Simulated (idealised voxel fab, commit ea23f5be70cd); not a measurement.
process module | voxel transistor to metal
cross-section cut | 295 nm wide | cells 5 nm
A cross-section is a grid of square cells, given in bands from the top down. A band is one or more rows of cells.
Each band's line starts with the height of the band's top and of its bottom, in nm. Then come its materials from left to right, each with its width in nm. One material with "throughout" fills the band from edge to edge. "air" is empty space.
Height 0 is the level under which the wafer as received is all one material. The lowest band goes on downwards, as in "0 down".
A width such as "30 to 40" changes by the same amount from each row of cells to the next, from the band's top row to its bottom row.
"no change" after a step means that no cell of the cross-section changed.
closed voids: empty space of 8 cells or more with no open way to the top, each as width x height at its distance from the left edge, in nm
after a step's settings: what the simulator itself notes on the step
overlay nm, on a step with a mask: how far to the right of its planned place the mask lay; to the left if negative
plan
1 op RECEIVE | material Si
2 op CONFORMAL_DEP | material SiO2 | thk nm 5
3 op CONFORMAL_DEP | material SiN | thk nm 10
4 op DIRECTIONAL_DEP | material aC | thk nm 15
5 op PATTERN | tone cover | mask id ACTIVE | material resist | width nm 115 | pitch nm 145 | thk nm 30 | overlay nm 0
6 op DIRECTIONAL_ETCH | etch materials aC | depth nm 15
7 op STRIP | etch materials resist
8 op DIRECTIONAL_ETCH | etch materials SiN | depth nm 10
9 op DIRECTIONAL_ETCH | etch materials SiO2 | depth nm 5
10 op DIRECTIONAL_ETCH | etch materials Si | depth nm 30
11 op STRIP | etch materials aC
12 op OXIDIZE | depth nm 5
13 op FILL_DEP | material SiO2 | thk nm 5
14 op CMP | height nm 15
15 op SELECTIVE_ETCH | etch materials SiO2 | depth nm 10
16 op STRIP | etch materials SiN
17 op SELECTIVE_ETCH | etch materials SiO2 | depth nm 5
18 op OXIDIZE | depth nm 5
19 op DIRECTIONAL_DEP | material polySi | thk nm 20
20 op DIRECTIONAL_DEP | material SiCN | thk nm 10
21 op DIRECTIONAL_DEP | material aC | thk nm 15
22 op PATTERN | tone cover | mask id GATE | material resist | width nm 25 | pitch nm 145 | thk nm 30 | overlay nm 0
23 op DIRECTIONAL_ETCH | etch materials aC | depth nm 15
24 op STRIP | etch materials resist
25 op DIRECTIONAL_ETCH | etch materials SiCN | depth nm 20
26 op DIRECTIONAL_ETCH | etch materials polySi | depth nm 30
27 op STRIP | etch materials aC
28 op CONFORMAL_DEP | material SiN | thk nm 5
29 op DIRECTIONAL_ETCH | etch materials SiN | depth nm 5
30 op DIRECTIONAL_ETCH | etch materials SiO2 | depth nm 5
31 op DIRECTIONAL_ETCH | etch materials Si | depth nm 5
32 op EPI | material pSi | thk nm 5
33 op FILL_DEP | material SiO2 | thk nm 5
34 op CMP | height nm 20
35 op STRIP | etch materials polySi
36 op SELECTIVE_ETCH | etch materials SiO2 | depth nm 5
37 op CONFORMAL_DEP | material HfO2 | thk nm 5
38 op CONFORMAL_DEP | material TiN | thk nm 5
39 op FILL_DEP | material W | thk nm 10
40 op CMP | height nm 15
41 op DIRECTIONAL_DEP | material SiO2 | thk nm 10
42 op PATTERN | tone open | mask id CONTACT | material resist | width nm 20 | thk nm 15 | overlay nm 0
43 op DIRECTIONAL_ETCH | etch materials SiO2 | depth nm 30
44 op STRIP | etch materials resist
45 op CONFORMAL_DEP | material TiN | thk nm 5
46 op FILL_DEP | material W | thk nm 5
47 op CMP | height nm 25
48 op CONFORMAL_DEP | material SiN | thk nm 5
49 op DIRECTIONAL_DEP | material lowk | thk nm 20
50 op MASKED_ETCH | tone open | mask id METAL_1 | width nm 20 | etch materials lowk | depth nm 20 | overlay nm 0
51 op MASKED_ETCH | tone open | mask id METAL_1 | width nm 20 | etch materials SiN | depth nm 5 | overlay nm 0
52 op CONFORMAL_DEP | material TiN | thk nm 5
53 op FILL_DEP | material Cu | thk nm 5
54 op CMP | height nm 50
55 op EPI | material Ru | thk nm 5
56 op FILL_DEP | material SiCN | thk nm 5
57 op DIRECTIONAL_DEP | material lowk | thk nm 25
58 op MASKED_ETCH | tone open | mask id METAL_2_HOLES | width nm 15 | pitch nm 145 | etch materials lowk | depth nm 25 | overlay nm 0
59 op DIRECTIONAL_DEP | material aC | thk nm 15
60 op PATTERN | tone open | mask id METAL_2 | material resist | width nm 20 | pitch nm 145 | thk nm 35 | overlay nm 0
61 op DIRECTIONAL_ETCH | etch materials aC | depth nm 15
62 op STRIP | etch materials resist
63 op DIRECTIONAL_ETCH | etch materials lowk | depth nm 15
64 op DIRECTIONAL_ETCH | etch materials SiCN | depth nm 5
65 op STRIP | etch materials aC
66 op CONFORMAL_DEP | material TiN | thk nm 5
67 op FILL_DEP | material Cu | thk nm 10
68 op CMP | height nm 85
69 op CONFORMAL_DEP | material SiN | thk nm 5
first wafer, as planned
as received, after step 1
  0 down: Si throughout
  closed voids: none
after step 2
  5 to 0: SiO2 throughout
  below 0: unchanged
after step 3
  15 to 5: SiN throughout
  below 5: unchanged
after step 4
  30 to 15: aC throughout
  below 15: unchanged
after step 5
  60 to 30: air 15 | resist 115 | air 30 | resist 115 | air 20
  below 30: unchanged
after step 6
  45 to 30: air 15 | resist 115 | air 30 | resist 115 | air 20
  30 to 15: air 15 | aC 115 | air 30 | aC 115 | air 20
  below 15: unchanged
after step 7
  30 to 15: air 15 | aC 115 | air 30 | aC 115 | air 20
  below 15: unchanged
after step 8
  30 to 15: air 15 | aC 115 | air 30 | aC 115 | air 20
  15 to 5: air 15 | SiN 115 | air 30 | SiN 115 | air 20
  below 5: unchanged
after step 9
  30 to 15: air 15 | aC 115 | air 30 | aC 115 | air 20
  15 to 5: air 15 | SiN 115 | air 30 | SiN 115 | air 20
  5 to 0: air 15 | SiO2 115 | air 30 | SiO2 115 | air 20
  below 0: unchanged
after step 10
  30 to 15: air 15 | aC 115 | air 30 | aC 115 | air 20
  15 to 5: air 15 | SiN 115 | air 30 | SiN 115 | air 20
  5 to 0: air 15 | SiO2 115 | air 30 | SiO2 115 | air 20
  0 to -30: air 15 | Si 115 | air 30 | Si 115 | air 20
  below -30: unchanged
after step 11
  15 to 5: air 15 | SiN 115 | air 30 | SiN 115 | air 20
  below 5: unchanged
after step 12
  15 to 5: air 15 | SiN 115 | air 30 | SiN 115 | air 20
  5 to 0: air 15 | SiO2 115 | air 30 | SiO2 115 | air 20
  0 to -30: air 15 | SiO2 5 | Si 105 | SiO2 5 | air 30 | SiO2 5 | Si 105 | SiO2 5 | air 20
  -30 to -35: SiO2 20 | Si 105 | SiO2 40 | Si 105 | SiO2 25
  below -35: unchanged
after step 13
  20 to 15: SiO2 throughout
  15 to 5: SiO2 15 | SiN 115 | SiO2 30 | SiN 115 | SiO2 20
  5 to 0: SiO2 throughout
  0 to -35: SiO2 20 | Si 105 | SiO2 40 | Si 105 | SiO2 25
  below -35: unchanged
after step 14
  15 to 5: SiO2 15 | SiN 115 | SiO2 30 | SiN 115 | SiO2 20
  below 5: unchanged
after step 15
  15 to 5: air 15 | SiN 115 | air 30 | SiN 115 | air 20
  below 5: unchanged
after step 16
  5 to 0: SiO2 throughout
  below 0: unchanged
after step 17
  0 to -35: SiO2 20 | Si 105 | SiO2 40 | Si 105 | SiO2 25
  below -35: unchanged
after step 18
  0 to -5: SiO2 throughout
  below -5: unchanged
after step 19
  20 to 0: polySi throughout
  below 0: unchanged
after step 20
  30 to 20: SiCN throughout
  below 20: unchanged
after step 21
  45 to 30: aC throughout
  below 30: unchanged
after step 22
  75 to 45: air 60 | resist 25 | air 120 | resist 25 | air 65
  below 45: unchanged
after step 23
  60 to 45: air 60 | resist 25 | air 120 | resist 25 | air 65
  45 to 30: air 60 | aC 25 | air 120 | aC 25 | air 65
  below 30: unchanged
after step 24
  45 to 30: air 60 | aC 25 | air 120 | aC 25 | air 65
  below 30: unchanged
after step 25
  45 to 30: air 60 | aC 25 | air 120 | aC 25 | air 65
  30 to 20: air 60 | SiCN 25 | air 120 | SiCN 25 | air 65
  below 20: unchanged
after step 26
  45 to 30: air 60 | aC 25 | air 120 | aC 25 | air 65
  30 to 20: air 60 | SiCN 25 | air 120 | SiCN 25 | air 65
  20 to 0: air 60 | polySi 25 | air 120 | polySi 25 | air 65
  below 0: unchanged
after step 27
  30 to 20: air 60 | SiCN 25 | air 120 | SiCN 25 | air 65
  below 20: unchanged
after step 28
  35 to 30: air 55 | SiN 35 | air 110 | SiN 35 | air 60
  30 to 20: air 55 | SiN 5 | SiCN 25 | SiN 5 | air 110 | SiN 5 | SiCN 25 | SiN 5 | air 60
  20 to 5: air 55 | SiN 5 | polySi 25 | SiN 5 | air 110 | SiN 5 | polySi 25 | SiN 5 | air 60
  5 to 0: SiN 60 | polySi 25 | SiN 120 | polySi 25 | SiN 65
  below 0: unchanged
after step 29
  30 to 20: air 55 | SiN 5 | SiCN 25 | SiN 5 | air 110 | SiN 5 | SiCN 25 | SiN 5 | air 60
  20 to 0: air 55 | SiN 5 | polySi 25 | SiN 5 | air 110 | SiN 5 | polySi 25 | SiN 5 | air 60
  below 0: unchanged
after step 30
  30 to 20: air 55 | SiN 5 | SiCN 25 | SiN 5 | air 110 | SiN 5 | SiCN 25 | SiN 5 | air 60
  20 to 0: air 55 | SiN 5 | polySi 25 | SiN 5 | air 110 | SiN 5 | polySi 25 | SiN 5 | air 60
  0 to -5: air 55 | SiO2 35 | air 110 | SiO2 35 | air 60
  below -5: unchanged
after step 31
  30 to 20: air 55 | SiN 5 | SiCN 25 | SiN 5 | air 110 | SiN 5 | SiCN 25 | SiN 5 | air 60
  20 to 0: air 55 | SiN 5 | polySi 25 | SiN 5 | air 110 | SiN 5 | polySi 25 | SiN 5 | air 60
  0 to -5: air 55 | SiO2 35 | air 110 | SiO2 35 | air 60
  -5 to -10: SiO2 20 | air 35 | Si 35 | air 35 | SiO2 40 | air 35 | Si 35 | air 35 | SiO2 25
  below -10: unchanged
after step 32
  30 to 20: air 55 | SiN 5 | SiCN 25 | SiN 5 | air 110 | SiN 5 | SiCN 25 | SiN 5 | air 60
  20 to 0: air 55 | SiN 5 | polySi 25 | SiN 5 | air 110 | SiN 5 | polySi 25 | SiN 5 | air 60
  0 to -5: air 50 | pSi 5 | SiO2 35 | pSi 5 | air 100 | pSi 5 | SiO2 35 | pSi 5 | air 55
  -5 to -10: SiO2 20 | pSi 35 | Si 35 | pSi 35 | SiO2 40 | pSi 35 | Si 35 | pSi 35 | SiO2 25
  below -10: unchanged
after step 33
  35 to 30: SiO2 throughout
  30 to 20: SiO2 55 | SiN 5 | SiCN 25 | SiN 5 | SiO2 110 | SiN 5 | SiCN 25 | SiN 5 | SiO2 60
  20 to 0: SiO2 55 | SiN 5 | polySi 25 | SiN 5 | SiO2 110 | SiN 5 | polySi 25 | SiN 5 | SiO2 60
  0 to -5: SiO2 50 | pSi 5 | SiO2 35 | pSi 5 | SiO2 100 | pSi 5 | SiO2 35 | pSi 5 | SiO2 55
  below -5: unchanged
after step 34
  20 to 0: SiO2 55 | SiN 5 | polySi 25 | SiN 5 | SiO2 110 | SiN 5 | polySi 25 | SiN 5 | SiO2 60
  below 0: unchanged
after step 35
  20 to 0: SiO2 55 | SiN 5 | air 25 | SiN 5 | SiO2 110 | SiN 5 | air 25 | SiN 5 | SiO2 60
  below 0: unchanged
after step 36
  20 to 15: air 55 | SiN 5 | air 25 | SiN 5 | air 110 | SiN 5 | air 25 | SiN 5 | air 60
  15 to 0: SiO2 55 | SiN 5 | air 25 | SiN 5 | SiO2 110 | SiN 5 | air 25 | SiN 5 | SiO2 60
  0 to -5: SiO2 50 | pSi 5 | air 35 | pSi 5 | SiO2 100 | pSi 5 | air 35 | pSi 5 | SiO2 55
  below -5: unchanged
after step 37
  25 to 20: air 50 | HfO2 15 | air 15 | HfO2 15 | air 100 | HfO2 15 | air 15 | HfO2 15 | air 55
  20 to 15: HfO2 55 | SiN 5 | HfO2 5 | air 15 | HfO2 5 | SiN 5 | HfO2 110 | SiN 5 | HfO2 5 | air 15 | HfO2 5 | SiN 5 | HfO2 60
  15 to 0: SiO2 55 | SiN 5 | HfO2 5 | air 15 | HfO2 5 | SiN 5 | SiO2 110 | SiN 5 | HfO2 5 | air 15 | HfO2 5 | SiN 5 | SiO2 60
  0 to -5: SiO2 50 | pSi 5 | HfO2 35 | pSi 5 | SiO2 100 | pSi 5 | HfO2 35 | pSi 5 | SiO2 55
  below -5: unchanged
after step 38
  30 to 25: air 45 | TiN 25 | air 5 | TiN 25 | air 90 | TiN 25 | air 5 | TiN 25 | air 50
  25 to 20: TiN 50 | HfO2 15 | TiN 5 | air 5 | TiN 5 | HfO2 15 | TiN 100 | HfO2 15 | TiN 5 | air 5 | TiN 5 | HfO2 15 | TiN 55
  20 to 15: HfO2 55 | SiN 5 | HfO2 5 | TiN 5 | air 5 | TiN 5 | HfO2 5 | SiN 5 | HfO2 110 | SiN 5 | HfO2 5 | TiN 5 | air 5 | TiN 5 | HfO2 5 | SiN 5 | HfO2 60
  15 to 5: SiO2 55 | SiN 5 | HfO2 5 | TiN 5 | air 5 | TiN 5 | HfO2 5 | SiN 5 | SiO2 110 | SiN 5 | HfO2 5 | TiN 5 | air 5 | TiN 5 | HfO2 5 | SiN 5 | SiO2 60
  5 to 0: SiO2 55 | SiN 5 | HfO2 5 | TiN 15 | HfO2 5 | SiN 5 | SiO2 110 | SiN 5 | HfO2 5 | TiN 15 | HfO2 5 | SiN 5 | SiO2 60
  below 0: unchanged
after step 39
  40 to 30: W throughout
  30 to 25: W 45 | TiN 25 | W 5 | TiN 25 | W 90 | TiN 25 | W 5 | TiN 25 | W 50
  25 to 20: TiN 50 | HfO2 15 | TiN 5 | W 5 | TiN 5 | HfO2 15 | TiN 100 | HfO2 15 | TiN 5 | W 5 | TiN 5 | HfO2 15 | TiN 55
  20 to 15: HfO2 55 | SiN 5 | HfO2 5 | TiN 5 | W 5 | TiN 5 | HfO2 5 | SiN 5 | HfO2 110 | SiN 5 | HfO2 5 | TiN 5 | W 5 | TiN 5 | HfO2 5 | SiN 5 | HfO2 60
  15 to 5: SiO2 55 | SiN 5 | HfO2 5 | TiN 5 | W 5 | TiN 5 | HfO2 5 | SiN 5 | SiO2 110 | SiN 5 | HfO2 5 | TiN 5 | W 5 | TiN 5 | HfO2 5 | SiN 5 | SiO2 60
  below 5: unchanged
after step 40
  15 to 5: SiO2 55 | SiN 5 | HfO2 5 | TiN 5 | W 5 | TiN 5 | HfO2 5 | SiN 5 | SiO2 110 | SiN 5 | HfO2 5 | TiN 5 | W 5 | TiN 5 | HfO2 5 | SiN 5 | SiO2 60
  below 5: unchanged
after step 41
  25 to 15: SiO2 throughout
  below 15: unchanged
after step 42
  40 to 25: resist 25 | air 20 | resist 55 | air 20 | resist 50 | air 20 | resist 55 | air 20 | resist 30
  below 25: unchanged
after step 43
  40 to 25: resist 25 | air 20 | resist 55 | air 20 | resist 50 | air 20 | resist 55 | air 20 | resist 30
  25 to 15: SiO2 25 | air 20 | SiO2 55 | air 20 | SiO2 50 | air 20 | SiO2 55 | air 20 | SiO2 30
  15 to 5: SiO2 25 | air 20 | SiO2 10 | SiN 5 | HfO2 5 | TiN 5 | W 5 | TiN 5 | HfO2 5 | SiN 5 | SiO2 10 | air 20 | SiO2 50 | air 20 | SiO2 10 | SiN 5 | HfO2 5 | TiN 5 | W 5 | TiN 5 | HfO2 5 | SiN 5 | SiO2 10 | air 20 | SiO2 30
  5 to 0: SiO2 25 | air 20 | SiO2 10 | SiN 5 | HfO2 5 | TiN 15 | HfO2 5 | SiN 5 | SiO2 10 | air 20 | SiO2 50 | air 20 | SiO2 10 | SiN 5 | HfO2 5 | TiN 15 | HfO2 5 | SiN 5 | SiO2 10 | air 20 | SiO2 30
  0 to -5: SiO2 25 | air 20 | SiO2 5 | pSi 5 | HfO2 35 | pSi 5 | SiO2 5 | air 20 | SiO2 50 | air 20 | SiO2 5 | pSi 5 | HfO2 35 | pSi 5 | SiO2 5 | air 20 | SiO2 30
  below -5: unchanged
after step 44
  25 to 15: SiO2 25 | air 20 | SiO2 55 | air 20 | SiO2 50 | air 20 | SiO2 55 | air 20 | SiO2 30
  below 15: unchanged
after step 45
  30 to 25: TiN 30 | air 10 | TiN 65 | air 10 | TiN 60 | air 10 | TiN 65 | air 10 | TiN 35
  25 to 15: SiO2 25 | TiN 5 | air 10 | TiN 5 | SiO2 55 | TiN 5 | air 10 | TiN 5 | SiO2 50 | TiN 5 | air 10 | TiN 5 | SiO2 55 | TiN 5 | air 10 | TiN 5 | SiO2 30
  15 to 5: SiO2 25 | TiN 5 | air 10 | TiN 5 | SiO2 10 | SiN 5 | HfO2 5 | TiN 5 | W 5 | TiN 5 | HfO2 5 | SiN 5 | SiO2 10 | TiN 5 | air 10 | TiN 5 | SiO2 50 | TiN 5 | air 10 | TiN 5 | SiO2 10 | SiN 5 | HfO2 5 | TiN 5 | W 5 | TiN 5 | HfO2 5 | SiN 5 | SiO2 10 | TiN 5 | air 10 | TiN 5 | SiO2 30
  5 to 0: SiO2 25 | TiN 5 | air 10 | TiN 5 | SiO2 10 | SiN 5 | HfO2 5 | TiN 15 | HfO2 5 | SiN 5 | SiO2 10 | TiN 5 | air 10 | TiN 5 | SiO2 50 | TiN 5 | air 10 | TiN 5 | SiO2 10 | SiN 5 | HfO2 5 | TiN 15 | HfO2 5 | SiN 5 | SiO2 10 | TiN 5 | air 10 | TiN 5 | SiO2 30
  0 to -5: SiO2 25 | TiN 20 | SiO2 5 | pSi 5 | HfO2 35 | pSi 5 | SiO2 5 | TiN 20 | SiO2 50 | TiN 20 | SiO2 5 | pSi 5 | HfO2 35 | pSi 5 | SiO2 5 | TiN 20 | SiO2 30
  below -5: unchanged
after step 46
  35 to 30: W throughout
  30 to 25: TiN 30 | W 10 | TiN 65 | W 10 | TiN 60 | W 10 | TiN 65 | W 10 | TiN 35
  25 to 15: SiO2 25 | TiN 5 | W 10 | TiN 5 | SiO2 55 | TiN 5 | W 10 | TiN 5 | SiO2 50 | TiN 5 | W 10 | TiN 5 | SiO2 55 | TiN 5 | W 10 | TiN 5 | SiO2 30
  15 to 5: SiO2 25 | TiN 5 | W 10 | TiN 5 | SiO2 10 | SiN 5 | HfO2 5 | TiN 5 | W 5 | TiN 5 | HfO2 5 | SiN 5 | SiO2 10 | TiN 5 | W 10 | TiN 5 | SiO2 50 | TiN 5 | W 10 | TiN 5 | SiO2 10 | SiN 5 | HfO2 5 | TiN 5 | W 5 | TiN 5 | HfO2 5 | SiN 5 | SiO2 10 | TiN 5 | W 10 | TiN 5 | SiO2 30
  5 to 0: SiO2 25 | TiN 5 | W 10 | TiN 5 | SiO2 10 | SiN 5 | HfO2 5 | TiN 15 | HfO2 5 | SiN 5 | SiO2 10 | TiN 5 | W 10 | TiN 5 | SiO2 50 | TiN 5 | W 10 | TiN 5 | SiO2 10 | SiN 5 | HfO2 5 | TiN 15 | HfO2 5 | SiN 5 | SiO2 10 | TiN 5 | W 10 | TiN 5 | SiO2 30
  below 0: unchanged
after step 47
  25 to 15: SiO2 25 | TiN 5 | W 10 | TiN 5 | SiO2 55 | TiN 5 | W 10 | TiN 5 | SiO2 50 | TiN 5 | W 10 | TiN 5 | SiO2 55 | TiN 5 | W 10 | TiN 5 | SiO2 30
  below 15: unchanged
after step 48
  30 to 25: SiN throughout
  below 25: unchanged
after step 49
  50 to 30: lowk throughout
  below 30: unchanged
after step 50
  50 to 30: lowk 25 | air 20 | lowk 55 | air 20 | lowk 50 | air 20 | lowk 55 | air 20 | lowk 30
  below 30: unchanged
after step 51
  50 to 30: lowk 25 | air 20 | lowk 55 | air 20 | lowk 50 | air 20 | lowk 55 | air 20 | lowk 30
  30 to 25: SiN 25 | air 20 | SiN 55 | air 20 | SiN 50 | air 20 | SiN 55 | air 20 | SiN 30
  below 25: unchanged
after step 52
  55 to 50: TiN 30 | air 10 | TiN 65 | air 10 | TiN 60 | air 10 | TiN 65 | air 10 | TiN 35
  50 to 30: lowk 25 | TiN 5 | air 10 | TiN 5 | lowk 55 | TiN 5 | air 10 | TiN 5 | lowk 50 | TiN 5 | air 10 | TiN 5 | lowk 55 | TiN 5 | air 10 | TiN 5 | lowk 30
  30 to 25: SiN 25 | TiN 20 | SiN 55 | TiN 20 | SiN 50 | TiN 20 | SiN 55 | TiN 20 | SiN 30
  below 25: unchanged
after step 53
  60 to 55: Cu throughout
  55 to 50: TiN 30 | Cu 10 | TiN 65 | Cu 10 | TiN 60 | Cu 10 | TiN 65 | Cu 10 | TiN 35
  50 to 30: lowk 25 | TiN 5 | Cu 10 | TiN 5 | lowk 55 | TiN 5 | Cu 10 | TiN 5 | lowk 50 | TiN 5 | Cu 10 | TiN 5 | lowk 55 | TiN 5 | Cu 10 | TiN 5 | lowk 30
  below 30: unchanged
after step 54
  50 to 30: lowk 25 | TiN 5 | Cu 10 | TiN 5 | lowk 55 | TiN 5 | Cu 10 | TiN 5 | lowk 50 | TiN 5 | Cu 10 | TiN 5 | lowk 55 | TiN 5 | Cu 10 | TiN 5 | lowk 30
  below 30: unchanged
after step 55
  55 to 50: air 20 | Ru 30 | air 45 | Ru 30 | air 40 | Ru 30 | air 45 | Ru 30 | air 25
  below 50: unchanged
after step 56
  60 to 55: SiCN throughout
  55 to 50: SiCN 20 | Ru 30 | SiCN 45 | Ru 30 | SiCN 40 | Ru 30 | SiCN 45 | Ru 30 | SiCN 25
  below 50: unchanged
after step 57
  85 to 60: lowk throughout
  below 60: unchanged
after step 58
  85 to 60: lowk 25 | air 15 | lowk 130 | air 15 | lowk 110
  below 60: unchanged
after step 59
  100 to 85: aC 25 | air 15 | aC 130 | air 15 | aC 110
  85 to 75: lowk 25 | air 15 | lowk 130 | air 15 | lowk 110
  75 to 60: lowk 25 | aC 15 | lowk 130 | aC 15 | lowk 110
  below 60: unchanged
after step 60
  135 to 100: resist 25 | air 20 | resist 125 | air 20 | resist 105
  below 100: unchanged
after step 61
  120 to 100: resist 25 | air 20 | resist 125 | air 20 | resist 105
  100 to 85: aC 25 | air 20 | aC 125 | air 20 | aC 105
  85 to 60: lowk 25 | air 15 | lowk 130 | air 15 | lowk 110
  below 60: unchanged
after step 62
  100 to 85: aC 25 | air 20 | aC 125 | air 20 | aC 105
  below 85: unchanged
after step 63
  100 to 85: aC 25 | air 20 | aC 125 | air 20 | aC 105
  85 to 70: lowk 25 | air 20 | lowk 125 | air 20 | lowk 105
  below 70: unchanged
after step 64
  100 to 85: aC 25 | air 20 | aC 125 | air 20 | aC 105
  85 to 70: lowk 25 | air 20 | lowk 125 | air 20 | lowk 105
  70 to 60: lowk 25 | air 15 | lowk 130 | air 15 | lowk 110
  60 to 55: SiCN 25 | air 15 | SiCN 130 | air 15 | SiCN 110
  below 55: unchanged
after step 65
  85 to 70: lowk 25 | air 20 | lowk 125 | air 20 | lowk 105
  below 70: unchanged
after step 66
  90 to 85: TiN 30 | air 10 | TiN 135 | air 10 | TiN 110
  85 to 75: lowk 25 | TiN 5 | air 10 | TiN 5 | lowk 125 | TiN 5 | air 10 | TiN 5 | lowk 105
  75 to 70: lowk 25 | TiN 5 | air 5 | TiN 10 | lowk 125 | TiN 5 | air 5 | TiN 10 | lowk 105
  70 to 60: lowk 25 | TiN 5 | air 5 | TiN 5 | lowk 130 | TiN 5 | air 5 | TiN 5 | lowk 110
  60 to 55: SiCN 25 | TiN 15 | SiCN 130 | TiN 15 | SiCN 110
  below 55: unchanged
after step 67
  100 to 90: Cu throughout
  90 to 85: TiN 30 | Cu 10 | TiN 135 | Cu 10 | TiN 110
  85 to 75: lowk 25 | TiN 5 | Cu 10 | TiN 5 | lowk 125 | TiN 5 | Cu 10 | TiN 5 | lowk 105
  75 to 70: lowk 25 | TiN 5 | Cu 5 | TiN 10 | lowk 125 | TiN 5 | Cu 5 | TiN 10 | lowk 105
  70 to 60: lowk 25 | TiN 5 | Cu 5 | TiN 5 | lowk 130 | TiN 5 | Cu 5 | TiN 5 | lowk 110
  below 60: unchanged
after step 68
  85 to 75: lowk 25 | TiN 5 | Cu 10 | TiN 5 | lowk 125 | TiN 5 | Cu 10 | TiN 5 | lowk 105
  below 75: unchanged
after step 69
  90 to 85: SiN throughout
  below 85: unchanged
second wafer: like start, like plan, one mistake. Through step 59 it matches the first wafer
when step 60 should have ended
  135 to 100: resist 30 | air 20 | resist 125 | air 20 | resist 100
  100 to 85: aC 25 | resist 5 | air 10 | aC 130 | resist 5 | air 10 | aC 110
  85 to 75: lowk 25 | resist 5 | air 10 | lowk 130 | resist 5 | air 10 | lowk 110
  below 75: unchanged
when step 61 should have ended
  120 to 100: resist 30 | air 20 | resist 125 | air 20 | resist 100
  100 to 85: aC 25 | resist 5 | air 20 | aC 120 | resist 5 | air 20 | aC 100
  85 to 75: lowk 25 | resist 5 | air 10 | lowk 130 | resist 5 | air 10 | lowk 110
  75 to 60: lowk 25 | aC 5 | air 10 | lowk 130 | aC 5 | air 10 | lowk 110
  below 60: unchanged
when step 62 should have ended
  100 to 85: aC 25 | air 25 | aC 120 | air 25 | aC 100
  85 to 75: lowk 25 | air 15 | lowk 130 | air 15 | lowk 110
  below 75: unchanged
when step 63 should have ended
  100 to 85: aC 25 | air 25 | aC 120 | air 25 | aC 100
  85 to 75: lowk 25 | air 25 | lowk 120 | air 25 | lowk 100
  75 to 70: lowk 25 | aC 5 | air 20 | lowk 120 | aC 5 | air 20 | lowk 100
  below 70: unchanged
when step 64 should have ended
  100 to 85: aC 25 | air 25 | aC 120 | air 25 | aC 100
  85 to 75: lowk 25 | air 25 | lowk 120 | air 25 | lowk 100
  75 to 70: lowk 25 | aC 5 | air 20 | lowk 120 | aC 5 | air 20 | lowk 100
  70 to 60: lowk 25 | aC 5 | air 10 | lowk 130 | aC 5 | air 10 | lowk 110
  60 to 55: SiCN 30 | air 10 | SiCN 135 | air 10 | SiCN 110
  below 55: unchanged
when step 65 should have ended
  85 to 70: lowk 25 | air 25 | lowk 120 | air 25 | lowk 100
  70 to 60: lowk 25 | air 15 | lowk 130 | air 15 | lowk 110
  below 60: unchanged
when step 66 should have ended
  90 to 85: TiN 30 | air 15 | TiN 130 | air 15 | TiN 105
  85 to 75: lowk 25 | TiN 5 | air 15 | TiN 5 | lowk 120 | TiN 5 | air 15 | TiN 5 | lowk 100
  75 to 65: lowk 25 | TiN 5 | air 5 | TiN 15 to 5 | lowk 120 to 130 | TiN 5 | air 5 | TiN 15 to 5 | lowk 100 to 110
  65 to 60: lowk 25 | TiN 15 | lowk 130 | TiN 15 | lowk 110
  60 to 55: SiCN 30 | TiN 10 | SiCN 135 | TiN 10 | SiCN 110
  below 55: unchanged
when step 67 should have ended
  100 to 90: Cu throughout
  90 to 85: TiN 30 | Cu 15 | TiN 130 | Cu 15 | TiN 105
  85 to 75: lowk 25 | TiN 5 | Cu 15 | TiN 5 | lowk 120 | TiN 5 | Cu 15 | TiN 5 | lowk 100
  75 to 65: lowk 25 | TiN 5 | Cu 5 | TiN 15 to 5 | lowk 120 to 130 | TiN 5 | Cu 5 | TiN 15 to 5 | lowk 100 to 110
  below 65: unchanged
when step 68 should have ended
  85 to 75: lowk 25 | TiN 5 | Cu 15 | TiN 5 | lowk 120 | TiN 5 | Cu 15 | TiN 5 | lowk 100
  below 75: unchanged
when step 69 should have ended
  90 to 85: SiN throughout
  below 85: unchanged
what went wrong: step 60 ran as: op PATTERN | tone open | mask id METAL_2 | material resist | width nm 20 | pitch nm 145 | thk nm 35 | overlay nm 5
at the end the second wafer has, in cells: 2 more of Cu | 2 more of SiCN | 2 more of TiN | 6 fewer of lowk
